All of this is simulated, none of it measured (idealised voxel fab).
process module | voxel transistor to metal
Cross-section cut: width 160 nm, square cells of 5 nm.
Reading order for cross-sections: top band down to bottom band. Underlying form: a grid of square cells. Band size: one or more rows of cells.
Basically the band line says how high the top is and how high the bottom is, in nm, and then what's in it from left to right, every material with its width in nm. Empty space shows up as "air", and if a single material carries "edge to edge" it runs the full band edge to edge.
We count height from 0. Below that, the starting wafer is all one material. The lowest band never ends at the bottom but goes on down; see "from 0 down" for how that is written.
Read "30 to 40" as a graded width: first number on top, second number at the bottom, same change between each pair of neighbouring rows.
Step note "no modification" = no cross-section cell changed.
"Closed void catalog" specifies each empty space that is not open to the top and that occupies no fewer than 8 cells, using the form width x height at distance, the distance measured from the left edge and all three quantities in nm.
Text after the settings on a step's line: the simulator's own remark on that step.
When a step includes a mask, the "overlay nm" setting on its line states how far to the right of its planned place that mask lay, and negative values state how far to the left.
## Intended process steps
1. RECEIVE,material Si
2. OXIDIZE,depth nm 5
3. CONFORMAL_DEP,material SiN,thk nm 10
4. MASKED_ETCH,tone cover,mask id ACTIVE,width nm 110,etch materials SiN,depth nm 10,overlay nm 0
5. MASKED_ETCH,tone cover,mask id ACTIVE,width nm 110,etch materials SiO2,depth nm 5,overlay nm 0
6. MASKED_ETCH,tone cover,mask id ACTIVE,width nm 110,etch materials Si,depth nm 25,overlay nm 0
7. FILL_DEP,material SiO2,thk nm 5
8. CMP,height nm 10
9. SELECTIVE_ETCH,etch materials SiO2,depth nm 5
10. STRIP,etch materials SiN
11. SELECTIVE_ETCH,etch materials SiO2,depth nm 5
12. OXIDIZE,depth nm 5
13. DIRECTIONAL_DEP,material polySi,thk nm 20
14. DIRECTIONAL_DEP,material SiCN,thk nm 15
15. PATTERN,tone cover,mask id GATE,material resist,width nm 30,thk nm 15,overlay nm 0
16. DIRECTIONAL_ETCH,etch materials SiCN,depth nm 25
17. DIRECTIONAL_ETCH,etch materials polySi,depth nm 30
18. STRIP,etch materials resist
19. CONFORMAL_DEP,material SiO2,thk nm 5
20. DIRECTIONAL_ETCH,etch materials SiO2,depth nm 5
21. CONFORMAL_DEP,material SiN,thk nm 10
22. DIRECTIONAL_ETCH,etch materials SiN,depth nm 10
23. DIRECTIONAL_ETCH,etch materials SiO2,depth nm 5
24. EPI,material nSi,thk nm 5
25. FILL_DEP,material SiO2,thk nm 5
26. CMP,height nm 15
27. STRIP,etch materials polySi
28. SELECTIVE_ETCH,etch materials SiO2,depth nm 5
29. CONFORMAL_DEP,material HfO2,thk nm 5
30. CONFORMAL_DEP,material TiN,thk nm 5
31. FILL_DEP,material W,thk nm 5
32. CMP,height nm 10
33. DIRECTIONAL_DEP,material SiO2,thk nm 10
34. MASKED_ETCH,tone open,mask id CONTACT,width nm 20,pitch nm 80,etch materials SiO2,depth nm 25,overlay nm 0
35. CONFORMAL_DEP,material TiN,thk nm 5
36. FILL_DEP,material W,thk nm 10
37. CMP,height nm 20
38. DIRECTIONAL_DEP,material TiN,thk nm 5
39. DIRECTIONAL_DEP,material W,thk nm 25
40. MASKED_ETCH,tone cover,mask id METAL_1,width nm 20,pitch nm 80,etch materials W,depth nm 25,overlay nm 0
41. MASKED_ETCH,tone cover,mask id METAL_1,width nm 20,pitch nm 80,etch materials TiN,depth nm 5,overlay nm 0
42. CONFORMAL_DEP,material SiCN,thk nm 5
43. FILL_DEP,material lowk,thk nm 10
44. CMP,height nm 50
45. CONFORMAL_DEP,material SiCN,thk nm 5
## What follows covers the first of two wafers; it ran as planned
## Cross-sectional view of the wafer in its as-received condition, corresponding to the state after step 1
* from 0 down = Si edge to edge
* Closed void catalog: none
## Step 2 done - wafer cross-section
* from 0 to -5 = SiO2 edge to edge
* Under -5: no change, same as before.
## Step 3 done - wafer cross-section
* from 10 to 0 = SiN edge to edge
* Under 0: no change, same as before.
## Step 4 done - wafer cross-section
* from 10 to 0 = 25 nm air / 110 nm SiN / 25 nm air
* Under 0: no change, same as before.
## Step 5 done - wafer cross-section
* from 10 to 0 = 25 nm air / 110 nm SiN / 25 nm air
* from 0 to -5 = 25 nm air / 110 nm SiO2 / 25 nm air
* Under -5: no change, same as before.
## Step 6 done - wafer cross-section
* from 10 to 0 = 25 nm air / 110 nm SiN / 25 nm air
* from 0 to -5 = 25 nm air / 110 nm SiO2 / 25 nm air
* from -5 to -30 = 25 nm air / 110 nm Si / 25 nm air
* Under -30: no change, same as before.
## Step 7 done - wafer cross-section
* from 15 to 10 = SiO2 edge to edge
* from 10 to 0 = 25 nm SiO2 / 110 nm SiN / 25 nm SiO2
* from 0 to -5 = SiO2 edge to edge
* from -5 to -30 = 25 nm SiO2 / 110 nm Si / 25 nm SiO2
* Under -30: no change, same as before.
## Step 8 done - wafer cross-section
* from 10 to 0 = 25 nm SiO2 / 110 nm SiN / 25 nm SiO2
* Under 0: no change, same as before.
## Step 9 done - wafer cross-section
* from 10 to 5 = 25 nm air / 110 nm SiN / 25 nm air
* Under 5: no change, same as before.
## Step 10 done - wafer cross-section
* from 5 to 0 = 25 nm SiO2 / 110 nm air / 25 nm SiO2
* Under 0: no change, same as before.
## Step 11 done - wafer cross-section
* from 0 to -5 = 20 nm SiO2 / 120 nm air / 20 nm SiO2
* Under -5: no change, same as before.
## Step 12 done - wafer cross-section
* from 0 to -5 = 20 nm SiO2 / 120 nm air / 20 nm SiO2
* from -5 to -10 = SiO2 edge to edge
* Under -10: no change, same as before.
## Step 13 done - wafer cross-section
* from 20 to 15 = 20 nm polySi / 120 nm air / 20 nm polySi
* from 15 to 0 = polySi edge to edge
* from 0 to -5 = 20 nm SiO2 / 120 nm polySi / 20 nm SiO2
* Under -5: no change, same as before.
## Step 14 done - wafer cross-section
* from 35 to 30 = 20 nm SiCN / 120 nm air / 20 nm SiCN
* from 30 to 20 = SiCN edge to edge
* from 20 to 15 = 20 nm polySi / 120 nm SiCN / 20 nm polySi
* Under 15: no change, same as before.
## Step 15 done - wafer cross-section
* from 50 to 35 = 65 nm air / 30 nm resist / 65 nm air
* from 35 to 30 = 20 nm SiCN / 45 nm air / 30 nm resist / 45 nm air / 20 nm SiCN
* Under 30: no change, same as before.
## Step 16 done - wafer cross-section
* from 50 to 30 = 65 nm air / 30 nm resist / 65 nm air
* from 30 to 20 = 65 nm air / 30 nm SiCN / 65 nm air
* from 20 to 15 = 20 nm polySi / 45 nm air / 30 nm SiCN / 45 nm air / 20 nm polySi
* Under 15: no change, same as before.
## Step 17 done - wafer cross-section
* from 50 to 30 = 65 nm air / 30 nm resist / 65 nm air
* from 30 to 15 = 65 nm air / 30 nm SiCN / 65 nm air
* from 15 to 0 = 65 nm air / 30 nm polySi / 65 nm air
* from 0 to -5 = 20 nm SiO2 / 45 nm air / 30 nm polySi / 45 nm air / 20 nm SiO2
* Under -5: no change, same as before.
## Step 18 done - wafer cross-section
* from 30 to 15 = 65 nm air / 30 nm SiCN / 65 nm air
* Under 15: no change, same as before.
## Step 19 done - wafer cross-section
* from 35 to 30 = 60 nm air / 40 nm SiO2 / 60 nm air
* from 30 to 15 = 60 nm air / 5 nm SiO2 / 30 nm SiCN / 5 nm SiO2 / 60 nm air
* from 15 to 5 = 60 nm air / 5 nm SiO2 / 30 nm polySi / 5 nm SiO2 / 60 nm air
* from 5 to 0 = 25 nm SiO2 / 35 nm air / 5 nm SiO2 / 30 nm polySi / 5 nm SiO2 / 35 nm air / 25 nm SiO2
* from 0 to -5 = 65 nm SiO2 / 30 nm polySi / 65 nm SiO2
* Under -5: no change, same as before.
## Step 20 done - wafer cross-section
* from 30 to 15 = 60 nm air / 5 nm SiO2 / 30 nm SiCN / 5 nm SiO2 / 60 nm air
* from 15 to 0 = 60 nm air / 5 nm SiO2 / 30 nm polySi / 5 nm SiO2 / 60 nm air
* from 0 to -5 = 25 nm SiO2 / 35 nm air / 5 nm SiO2 / 30 nm polySi / 5 nm SiO2 / 35 nm air / 25 nm SiO2
* Under -5: no change, same as before.
## Step 21 done - wafer cross-section
* from 40 to 30 = 50 nm air / 60 nm SiN / 50 nm air
* from 30 to 15 = 50 nm air / 10 nm SiN / 5 nm SiO2 / 30 nm SiCN / 5 nm SiO2 / 10 nm SiN / 50 nm air
* from 15 to 10 = 50 nm air / 10 nm SiN / 5 nm SiO2 / 30 nm polySi / 5 nm SiO2 / 10 nm SiN / 50 nm air
* from 10 to 5 = 35 nm SiN / 15 nm air / 10 nm SiN / 5 nm SiO2 / 30 nm polySi / 5 nm SiO2 / 10 nm SiN / 15 nm air / 35 nm SiN
* from 5 to 0 = 60 nm SiN / 5 nm SiO2 / 30 nm polySi / 5 nm SiO2 / 60 nm SiN
* from 0 to -5 = 25 nm SiO2 / 35 nm SiN / 5 nm SiO2 / 30 nm polySi / 5 nm SiO2 / 35 nm SiN / 25 nm SiO2
* Under -5: no change, same as before.
## Step 22 done - wafer cross-section
* from 30 to 15 = 50 nm air / 10 nm SiN / 5 nm SiO2 / 30 nm SiCN / 5 nm SiO2 / 10 nm SiN / 50 nm air
* from 15 to 0 = 50 nm air / 10 nm SiN / 5 nm SiO2 / 30 nm polySi / 5 nm SiO2 / 10 nm SiN / 50 nm air
* from 0 to -5 = 25 nm SiO2 / 10 nm SiN / 15 nm air / 10 nm SiN / 5 nm SiO2 / 30 nm polySi / 5 nm SiO2 / 10 nm SiN / 15 nm air / 10 nm SiN / 25 nm SiO2
* Under -5: no change, same as before.
## Step 23 done - wafer cross-section
* from 30 to 25 = 50 nm air / 10 nm SiN / 5 nm air / 30 nm SiCN / 5 nm air / 10 nm SiN / 50 nm air
* from 25 to 15 = 50 nm air / 10 nm SiN / 5 nm SiO2 / 30 nm SiCN / 5 nm SiO2 / 10 nm SiN / 50 nm air
* from 15 to 0 = 50 nm air / 10 nm SiN / 5 nm SiO2 / 30 nm polySi / 5 nm SiO2 / 10 nm SiN / 50 nm air
* from 0 to -5 = 25 nm air / 10 nm SiN / 15 nm air / 10 nm SiN / 5 nm SiO2 / 30 nm polySi / 5 nm SiO2 / 10 nm SiN / 15 nm air / 10 nm SiN / 25 nm air
* from -5 to -10 = 35 nm SiO2 / 15 nm air / 60 nm SiO2 / 15 nm air / 35 nm SiO2
* Under -10: no change, same as before.
## Step 24 done - wafer cross-section
* from 30 to 25 = 50 nm air / 10 nm SiN / 5 nm air / 30 nm SiCN / 5 nm air / 10 nm SiN / 50 nm air
* from 25 to 15 = 50 nm air / 10 nm SiN / 5 nm SiO2 / 30 nm SiCN / 5 nm SiO2 / 10 nm SiN / 50 nm air
* from 15 to 0 = 50 nm air / 10 nm SiN / 5 nm SiO2 / 30 nm polySi / 5 nm SiO2 / 10 nm SiN / 50 nm air
* from 0 to -5 = 25 nm air / 10 nm SiN / 15 nm air / 10 nm SiN / 5 nm SiO2 / 30 nm polySi / 5 nm SiO2 / 10 nm SiN / 15 nm air / 10 nm SiN / 25 nm air
* from -5 to -10 = 35 nm SiO2 / 15 nm nSi / 60 nm SiO2 / 15 nm nSi / 35 nm SiO2
* Under -10: no change, same as before.
## Step 25 done - wafer cross-section
* from 35 to 30 = SiO2 edge to edge
* from 30 to 15 = 50 nm SiO2 / 10 nm SiN / 5 nm SiO2 / 30 nm SiCN / 5 nm SiO2 / 10 nm SiN / 50 nm SiO2
* from 15 to 0 = 50 nm SiO2 / 10 nm SiN / 5 nm SiO2 / 30 nm polySi / 5 nm SiO2 / 10 nm SiN / 50 nm SiO2
* from 0 to -5 = 25 nm SiO2 / 10 nm SiN / 15 nm SiO2 / 10 nm SiN / 5 nm SiO2 / 30 nm polySi / 5 nm SiO2 / 10 nm SiN / 15 nm SiO2 / 10 nm SiN / 25 nm SiO2
* Under -5: no change, same as before.
## Step 26 done - wafer cross-section
* from 15 to 0 = 50 nm SiO2 / 10 nm SiN / 5 nm SiO2 / 30 nm polySi / 5 nm SiO2 / 10 nm SiN / 50 nm SiO2
* Under 0: no change, same as before.
## Step 27 done - wafer cross-section
* from 15 to 0 = 50 nm SiO2 / 10 nm SiN / 5 nm SiO2 / 30 nm air / 5 nm SiO2 / 10 nm SiN / 50 nm SiO2
* from 0 to -5 = 25 nm SiO2 / 10 nm SiN / 15 nm SiO2 / 10 nm SiN / 5 nm SiO2 / 30 nm air / 5 nm SiO2 / 10 nm SiN / 15 nm SiO2 / 10 nm SiN / 25 nm SiO2
* Under -5: no change, same as before.
## Step 28 done - wafer cross-section
* from 15 to 10 = 50 nm air / 10 nm SiN / 40 nm air / 10 nm SiN / 50 nm air
* from 10 to 0 = 50 nm SiO2 / 10 nm SiN / 40 nm air / 10 nm SiN / 50 nm SiO2
* from 0 to -5 = 25 nm SiO2 / 10 nm SiN / 15 nm SiO2 / 10 nm SiN / 40 nm air / 10 nm SiN / 15 nm SiO2 / 10 nm SiN / 25 nm SiO2
* from -5 to -10 = 35 nm SiO2 / 15 nm nSi / 10 nm SiO2 / 40 nm air / 10 nm SiO2 / 15 nm nSi / 35 nm SiO2
* Under -10: no change, same as before.
## Step 29 done - wafer cross-section
* from 20 to 15 = 45 nm air / 20 nm HfO2 / 30 nm air / 20 nm HfO2 / 45 nm air
* from 15 to 10 = 50 nm HfO2 / 10 nm SiN / 5 nm HfO2 / 30 nm air / 5 nm HfO2 / 10 nm SiN / 50 nm HfO2
* from 10 to 0 = 50 nm SiO2 / 10 nm SiN / 5 nm HfO2 / 30 nm air / 5 nm HfO2 / 10 nm SiN / 50 nm SiO2
* from 0 to -5 = 25 nm SiO2 / 10 nm SiN / 15 nm SiO2 / 10 nm SiN / 5 nm HfO2 / 30 nm air / 5 nm HfO2 / 10 nm SiN / 15 nm SiO2 / 10 nm SiN / 25 nm SiO2
* from -5 to -10 = 35 nm SiO2 / 15 nm nSi / 10 nm SiO2 / 40 nm HfO2 / 10 nm SiO2 / 15 nm nSi / 35 nm SiO2
* Under -10: no change, same as before.
## Step 30 done - wafer cross-section
* from 25 to 20 = 40 nm air / 30 nm TiN / 20 nm air / 30 nm TiN / 40 nm air
* from 20 to 15 = 45 nm TiN / 20 nm HfO2 / 5 nm TiN / 20 nm air / 5 nm TiN / 20 nm HfO2 / 45 nm TiN
* from 15 to 10 = 50 nm HfO2 / 10 nm SiN / 5 nm HfO2 / 5 nm TiN / 20 nm air / 5 nm TiN / 5 nm HfO2 / 10 nm SiN / 50 nm HfO2
* from 10 to 0 = 50 nm SiO2 / 10 nm SiN / 5 nm HfO2 / 5 nm TiN / 20 nm air / 5 nm TiN / 5 nm HfO2 / 10 nm SiN / 50 nm SiO2
* from 0 to -5 = 25 nm SiO2 / 10 nm SiN / 15 nm SiO2 / 10 nm SiN / 5 nm HfO2 / 30 nm TiN / 5 nm HfO2 / 10 nm SiN / 15 nm SiO2 / 10 nm SiN / 25 nm SiO2
* Under -5: no change, same as before.
## Step 31 done - wafer cross-section
* from 30 to 25 = W edge to edge
* from 25 to 20 = 40 nm W / 30 nm TiN / 20 nm W / 30 nm TiN / 40 nm W
* from 20 to 15 = 45 nm TiN / 20 nm HfO2 / 5 nm TiN / 20 nm W / 5 nm TiN / 20 nm HfO2 / 45 nm TiN
* from 15 to 10 = 50 nm HfO2 / 10 nm SiN / 5 nm HfO2 / 5 nm TiN / 20 nm W / 5 nm TiN / 5 nm HfO2 / 10 nm SiN / 50 nm HfO2
* from 10 to 0 = 50 nm SiO2 / 10 nm SiN / 5 nm HfO2 / 5 nm TiN / 20 nm W / 5 nm TiN / 5 nm HfO2 / 10 nm SiN / 50 nm SiO2
* Under 0: no change, same as before.
## Step 32 done - wafer cross-section
* from 10 to 0 = 50 nm SiO2 / 10 nm SiN / 5 nm HfO2 / 5 nm TiN / 20 nm W / 5 nm TiN / 5 nm HfO2 / 10 nm SiN / 50 nm SiO2
* Under 0: no change, same as before.
## Step 33 done - wafer cross-section
* from 20 to 10 = SiO2 edge to edge
* Under 10: no change, same as before.
## Step 34 done - wafer cross-section
* from 20 to 10 = 30 nm SiO2 / 20 nm air / 60 nm SiO2 / 20 nm air / 30 nm SiO2
* from 10 to 0 = 30 nm SiO2 / 20 nm air / 10 nm SiN / 5 nm HfO2 / 5 nm TiN / 20 nm W / 5 nm TiN / 5 nm HfO2 / 10 nm SiN / 20 nm air / 30 nm SiO2
* from 0 to -5 = 25 nm SiO2 / 10 nm SiN / 15 nm air / 10 nm SiN / 5 nm HfO2 / 30 nm TiN / 5 nm HfO2 / 10 nm SiN / 15 nm air / 10 nm SiN / 25 nm SiO2
* Under -5: no change, same as before.
## Step 35 done - wafer cross-section
* from 25 to 20 = 35 nm TiN / 10 nm air / 70 nm TiN / 10 nm air / 35 nm TiN
* from 20 to 10 = 30 nm SiO2 / 5 nm TiN / 10 nm air / 5 nm TiN / 60 nm SiO2 / 5 nm TiN / 10 nm air / 5 nm TiN / 30 nm SiO2
* from 10 to 0 = 30 nm SiO2 / 5 to 10 nm TiN / 10 to 5 nm air / 5 nm TiN / 10 nm SiN / 5 nm HfO2 / 5 nm TiN / 20 nm W / 5 nm TiN / 5 nm HfO2 / 10 nm SiN / 5 nm TiN / 10 to 5 nm air / 5 to 10 nm TiN / 30 nm SiO2
* from 0 to -5 = 25 nm SiO2 / 10 nm SiN / 15 nm TiN / 10 nm SiN / 5 nm HfO2 / 30 nm TiN / 5 nm HfO2 / 10 nm SiN / 15 nm TiN / 10 nm SiN / 25 nm SiO2
* Under -5: no change, same as before.
## Step 36 done - wafer cross-section
* from 35 to 25 = W edge to edge
* from 25 to 20 = 35 nm TiN / 10 nm W / 70 nm TiN / 10 nm W / 35 nm TiN
* from 20 to 10 = 30 nm SiO2 / 5 nm TiN / 10 nm W / 5 nm TiN / 60 nm SiO2 / 5 nm TiN / 10 nm W / 5 nm TiN / 30 nm SiO2
* from 10 to 0 = 30 nm SiO2 / 5 to 10 nm TiN / 10 to 5 nm W / 5 nm TiN / 10 nm SiN / 5 nm HfO2 / 5 nm TiN / 20 nm W / 5 nm TiN / 5 nm HfO2 / 10 nm SiN / 5 nm TiN / 10 to 5 nm W / 5 to 10 nm TiN / 30 nm SiO2
* Under 0: no change, same as before.
## Step 37 done - wafer cross-section
* from 20 to 10 = 30 nm SiO2 / 5 nm TiN / 10 nm W / 5 nm TiN / 60 nm SiO2 / 5 nm TiN / 10 nm W / 5 nm TiN / 30 nm SiO2
* Under 10: no change, same as before.
## Step 38 done - wafer cross-section
* from 25 to 20 = TiN edge to edge
* Under 20: no change, same as before.
## Step 39 done - wafer cross-section
* from 50 to 25 = W edge to edge
* Under 25: no change, same as before.
## Step 40 done - wafer cross-section
* from 50 to 25 = 30 nm air / 20 nm W / 60 nm air / 20 nm W / 30 nm air
* Under 25: no change, same as before.
## Step 41 done - wafer cross-section
* from 50 to 25 = 30 nm air / 20 nm W / 60 nm air / 20 nm W / 30 nm air
* from 25 to 20 = 30 nm air / 20 nm TiN / 60 nm air / 20 nm TiN / 30 nm air
* Under 20: no change, same as before.
## Step 42 done - wafer cross-section
* from 55 to 50 = 25 nm air / 30 nm SiCN / 50 nm air / 30 nm SiCN / 25 nm air
* from 50 to 25 = 25 nm air / 5 nm SiCN / 20 nm W / 5 nm SiCN / 50 nm air / 5 nm SiCN / 20 nm W / 5 nm SiCN / 25 nm air
* from 25 to 20 = 30 nm SiCN / 20 nm TiN / 60 nm SiCN / 20 nm TiN / 30 nm SiCN
* Under 20: no change, same as before.
## Step 43 done - wafer cross-section
* from 65 to 55 = lowk edge to edge
* from 55 to 50 = 25 nm lowk / 30 nm SiCN / 50 nm lowk / 30 nm SiCN / 25 nm lowk
* from 50 to 25 = 25 nm lowk / 5 nm SiCN / 20 nm W / 5 nm SiCN / 50 nm lowk / 5 nm SiCN / 20 nm W / 5 nm SiCN / 25 nm lowk
* Under 25: no change, same as before.
## Step 44 done - wafer cross-section
* from 50 to 25 = 25 nm lowk / 5 nm SiCN / 20 nm W / 5 nm SiCN / 50 nm lowk / 5 nm SiCN / 20 nm W / 5 nm SiCN / 25 nm lowk
* Under 25: no change, same as before.
## Step 45 done - wafer cross-section
* from 55 to 50 = SiCN edge to edge
* Under 50: no change, same as before.
## The Second Wafer: Common Origin and Plan, One Mistake in Execution, Identical to the First Through Step 20
Second wafer, cut view, end of step 21 per plan: no modification
Second wafer, cut view, end of step 22 per plan: no modification
## Second wafer, cut view, end of step 23 per plan
* from 30 to 25 = 65 nm air / 30 nm SiCN / 65 nm air
* from 25 to 15 = 60 nm air / 5 nm SiO2 / 30 nm SiCN / 5 nm SiO2 / 60 nm air
* from 15 to -5 = 60 nm air / 5 nm SiO2 / 30 nm polySi / 5 nm SiO2 / 60 nm air
* from -5 to -10 = 25 nm SiO2 / 35 nm air / 40 nm SiO2 / 35 nm air / 25 nm SiO2
* Under -10: no change, same as before.
## Second wafer, cut view, end of step 24 per plan
* from 30 to 25 = 65 nm air / 30 nm SiCN / 65 nm air
* from 25 to 15 = 60 nm air / 5 nm SiO2 / 30 nm SiCN / 5 nm SiO2 / 60 nm air
* from 15 to -5 = 60 nm air / 5 nm SiO2 / 30 nm polySi / 5 nm SiO2 / 60 nm air
* from -5 to -10 = 25 nm SiO2 / 35 nm nSi / 40 nm SiO2 / 35 nm nSi / 25 nm SiO2
* Under -10: no change, same as before.
## Second wafer, cut view, end of step 25 per plan
* from 35 to 30 = SiO2 edge to edge
* from 30 to 15 = 65 nm SiO2 / 30 nm SiCN / 65 nm SiO2
* from 15 to -5 = 65 nm SiO2 / 30 nm polySi / 65 nm SiO2
* Under -5: no change, same as before.
## Second wafer, cut view, end of step 26 per plan
* from 15 to -5 = 65 nm SiO2 / 30 nm polySi / 65 nm SiO2
* Under -5: no change, same as before.
## Second wafer, cut view, end of step 27 per plan
* from 15 to -5 = 65 nm SiO2 / 30 nm air / 65 nm SiO2
* Under -5: no change, same as before.
## Second wafer, cut view, end of step 28 per plan
* from 10 to -5 = 60 nm SiO2 / 40 nm air / 60 nm SiO2
* from -5 to -10 = 25 nm SiO2 / 35 nm nSi / 40 nm air / 35 nm nSi / 25 nm SiO2
* Under -10: no change, same as before.
## Second wafer, cut view, end of step 29 per plan
* from 15 to 10 = 65 nm HfO2 / 30 nm air / 65 nm HfO2
* from 10 to -5 = 60 nm SiO2 / 5 nm HfO2 / 30 nm air / 5 nm HfO2 / 60 nm SiO2
* from -5 to -10 = 25 nm SiO2 / 35 nm nSi / 40 nm HfO2 / 35 nm nSi / 25 nm SiO2
* Under -10: no change, same as before.
## Second wafer, cut view, end of step 30 per plan
* from 20 to 15 = 70 nm TiN / 20 nm air / 70 nm TiN
* from 15 to 10 = 65 nm HfO2 / 5 nm TiN / 20 nm air / 5 nm TiN / 65 nm HfO2
* from 10 to 0 = 60 nm SiO2 / 5 nm HfO2 / 5 nm TiN / 20 nm air / 5 nm TiN / 5 nm HfO2 / 60 nm SiO2
* from 0 to -5 = 60 nm SiO2 / 5 nm HfO2 / 30 nm TiN / 5 nm HfO2 / 60 nm SiO2
* Under -5: no change, same as before.
## Second wafer, cut view, end of step 31 per plan
* from 25 to 20 = W edge to edge
* from 20 to 15 = 70 nm TiN / 20 nm W / 70 nm TiN
* from 15 to 10 = 65 nm HfO2 / 5 nm TiN / 20 nm W / 5 nm TiN / 65 nm HfO2
* from 10 to 0 = 60 nm SiO2 / 5 nm HfO2 / 5 nm TiN / 20 nm W / 5 nm TiN / 5 nm HfO2 / 60 nm SiO2
* Under 0: no change, same as before.
## Second wafer, cut view, end of step 32 per plan
* from 10 to 0 = 60 nm SiO2 / 5 nm HfO2 / 5 nm TiN / 20 nm W / 5 nm TiN / 5 nm HfO2 / 60 nm SiO2
* Under 0: no change, same as before.
## Second wafer, cut view, end of step 33 per plan
* from 20 to 10 = SiO2 edge to edge
* Under 10: no change, same as before.
## Second wafer, cut view, end of step 34 per plan
* from 20 to 10 = 30 nm SiO2 / 20 nm air / 60 nm SiO2 / 20 nm air / 30 nm SiO2
* from 10 to 0 = 30 nm SiO2 / 20 nm air / 10 nm SiO2 / 5 nm HfO2 / 5 nm TiN / 20 nm W / 5 nm TiN / 5 nm HfO2 / 10 nm SiO2 / 20 nm air / 30 nm SiO2
* from 0 to -5 = 30 nm SiO2 / 20 nm air / 10 nm SiO2 / 5 nm HfO2 / 30 nm TiN / 5 nm HfO2 / 10 nm SiO2 / 20 nm air / 30 nm SiO2
* Under -5: no change, same as before.
## Second wafer, cut view, end of step 35 per plan
* from 25 to 20 = 35 nm TiN / 10 nm air / 70 nm TiN / 10 nm air / 35 nm TiN
* from 20 to 10 = 30 nm SiO2 / 5 nm TiN / 10 nm air / 5 nm TiN / 60 nm SiO2 / 5 nm TiN / 10 nm air / 5 nm TiN / 30 nm SiO2
* from 10 to 0 = 30 nm SiO2 / 5 nm TiN / 10 nm air / 5 nm TiN / 10 nm SiO2 / 5 nm HfO2 / 5 nm TiN / 20 nm W / 5 nm TiN / 5 nm HfO2 / 10 nm SiO2 / 5 nm TiN / 10 nm air / 5 nm TiN / 30 nm SiO2
* from 0 to -5 = 30 nm SiO2 / 20 nm TiN / 10 nm SiO2 / 5 nm HfO2 / 30 nm TiN / 5 nm HfO2 / 10 nm SiO2 / 20 nm TiN / 30 nm SiO2
* Under -5: no change, same as before.
## Second wafer, cut view, end of step 36 per plan
* from 35 to 25 = W edge to edge
* from 25 to 20 = 35 nm TiN / 10 nm W / 70 nm TiN / 10 nm W / 35 nm TiN
* from 20 to 10 = 30 nm SiO2 / 5 nm TiN / 10 nm W / 5 nm TiN / 60 nm SiO2 / 5 nm TiN / 10 nm W / 5 nm TiN / 30 nm SiO2
* from 10 to 0 = 30 nm SiO2 / 5 nm TiN / 10 nm W / 5 nm TiN / 10 nm SiO2 / 5 nm HfO2 / 5 nm TiN / 20 nm W / 5 nm TiN / 5 nm HfO2 / 10 nm SiO2 / 5 nm TiN / 10 nm W / 5 nm TiN / 30 nm SiO2
* Under 0: no change, same as before.
## Second wafer, cut view, end of step 37 per plan
* from 20 to 10 = 30 nm SiO2 / 5 nm TiN / 10 nm W / 5 nm TiN / 60 nm SiO2 / 5 nm TiN / 10 nm W / 5 nm TiN / 30 nm SiO2
* Under 10: no change, same as before.
## Second wafer, cut view, end of step 38 per plan
* from 25 to 20 = TiN edge to edge
* Under 20: no change, same as before.
## Second wafer, cut view, end of step 39 per plan
* from 50 to 25 = W edge to edge
* Under 25: no change, same as before.
## Second wafer, cut view, end of step 40 per plan
* from 50 to 25 = 30 nm air / 20 nm W / 60 nm air / 20 nm W / 30 nm air
* Under 25: no change, same as before.
## Second wafer, cut view, end of step 41 per plan
* from 50 to 25 = 30 nm air / 20 nm W / 60 nm air / 20 nm W / 30 nm air
* from 25 to 20 = 30 nm air / 20 nm TiN / 60 nm air / 20 nm TiN / 30 nm air
* Under 20: no change, same as before.
## Second wafer, cut view, end of step 42 per plan
* from 55 to 50 = 25 nm air / 30 nm SiCN / 50 nm air / 30 nm SiCN / 25 nm air
* from 50 to 25 = 25 nm air / 5 nm SiCN / 20 nm W / 5 nm SiCN / 50 nm air / 5 nm SiCN / 20 nm W / 5 nm SiCN / 25 nm air
* from 25 to 20 = 30 nm SiCN / 20 nm TiN / 60 nm SiCN / 20 nm TiN / 30 nm SiCN
* Under 20: no change, same as before.
## Second wafer, cut view, end of step 43 per plan
* from 65 to 55 = lowk edge to edge
* from 55 to 50 = 25 nm lowk / 30 nm SiCN / 50 nm lowk / 30 nm SiCN / 25 nm lowk
* from 50 to 25 = 25 nm lowk / 5 nm SiCN / 20 nm W / 5 nm SiCN / 50 nm lowk / 5 nm SiCN / 20 nm W / 5 nm SiCN / 25 nm lowk
* Under 25: no change, same as before.
## Second wafer, cut view, end of step 44 per plan
* from 50 to 25 = 25 nm lowk / 5 nm SiCN / 20 nm W / 5 nm SiCN / 50 nm lowk / 5 nm SiCN / 20 nm W / 5 nm SiCN / 25 nm lowk
* Under 25: no change, same as before.
## Second wafer, cut view, end of step 45 per plan
* from 55 to 50 = SiCN edge to edge
* Under 50: no change, same as before.
Against the plan, the run slipped here: step 21 of the plan: omitted, not performed
Looking at both finished wafers in cells, the second ends up ahead of or behind the first on some materials: SiN: 16 fewer, SiO2: 6 more, W: 2 more, nSi: 8 more
